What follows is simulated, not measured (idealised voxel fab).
The following is a process module called voxel self aligned contacts.
Square cell edge 5 nm, section width 295 nm, ID cut.
Format of a cross-section: grid, square cells. Given as bands. Order: top down. Band: one or more rows of cells. Heights first: top, then bottom, in nm. Then materials, left to right, each with a width in nm. "throughout" on a single material: fills the band edge to edge. "blank": empty space. It should be noted that heights are counted from 0, beneath which the wafer as supplied is of one material throughout, and that the lowest band possesses no lower boundary but continues downward, as written in "top 0, no bottom". So if you see something like "30 to 40" for the width, read it as the top row of the band sitting at the first number and the bottom row at the second, with every row in between moving by the same amount as the last. "stayed the same" after a step means that no cell of the cross-section changed. The entry titled "Closed void inventory" provides the empty spaces that have no open way to the top, restricted to those of 8 cells or more. Each is presented as width x height at distance, the distance being measured from the left edge, with all three in nm. Anything after a step's settings on that line? It's the simulator's own note about the step. The "overlay nm" setting may appear on a step's line; for a step that uses a mask, it gives how far to the right of its planned position the mask lay, and a negative value indicates the left.
[The process steps that were planned are listed below]
1: op RECEIVE | material Si
2: op OXIDIZE | depth nm 5
3: op DIRECTIONAL_DEP | material polySi | thk nm 30
4: op DIRECTIONAL_DEP | material SiN | thk nm 20
5: op PATTERN | tone cover | mask id GATE | material resist | width nm 30 | pitch nm 65 | thk nm 15 | overlay nm 0
6: op DIRECTIONAL_ETCH | etch materials SiN | depth nm 20
7: op DIRECTIONAL_ETCH | etch materials polySi | depth nm 20
8: op STRIP | etch materials resist
9: op CONFORMAL_DEP | material SiN | thk nm 5
10: op DIRECTIONAL_ETCH | etch materials SiN | depth nm 5
11: op FILL_DEP | material SiO2 | thk nm 15
12: op CMP | height nm 60
13: op PATTERN | tone open | mask id CONTACT | material resist | width nm 45 | thk nm 20 | overlay nm 0
14: op DIRECTIONAL_ETCH | etch materials SiO2 | depth nm 65
15: op STRIP | etch materials resist
16: op CONFORMAL_DEP | material TiN | thk nm 5
17: op FILL_DEP | material Ru | thk nm 10
18: op CMP | height nm 60
19: op CONFORMAL_DEP | material SiCN | thk nm 5
varied across the wafers: depth nm of step 7. The plan shows the first wafer's value. All wafers start alike
[first wafer as received, after step 1]
* top 0, no bottom = Si throughout
* Closed void inventory: none
[each wafer at the end: cells of each material gained (+) or lost (-) since it was received, then its closed voids]
depth nm 20 | +31 Ru | -59 Si | +59 SiCN | +80 SiN | +463 SiO2 | +27 TiN | +166 polySi | Closed void inventory: none
depth nm 25 | +34 Ru | -59 Si | +59 SiCN | +84 SiN | +501 SiO2 | +29 TiN | +119 polySi | Closed void inventory: none
depth nm 30 | +40 Ru | -59 Si | +59 SiCN | +88 SiN | +534 SiO2 | +33 TiN | +72 polySi | Closed void inventory: none
depth nm 35 | +40 Ru | -59 Si | +59 SiCN | +88 SiN | +534 SiO2 | +33 TiN | +72 polySi | Closed void inventory: none
depth nm 40 | +40 Ru | -59 Si | +59 SiCN | +88 SiN | +534 SiO2 | +33 TiN | +72 polySi | Closed void inventory: none
depth nm 45 | +40 Ru | -59 Si | +59 SiCN | +88 SiN | +534 SiO2 | +33 TiN | +72 polySi | Closed void inventory: none
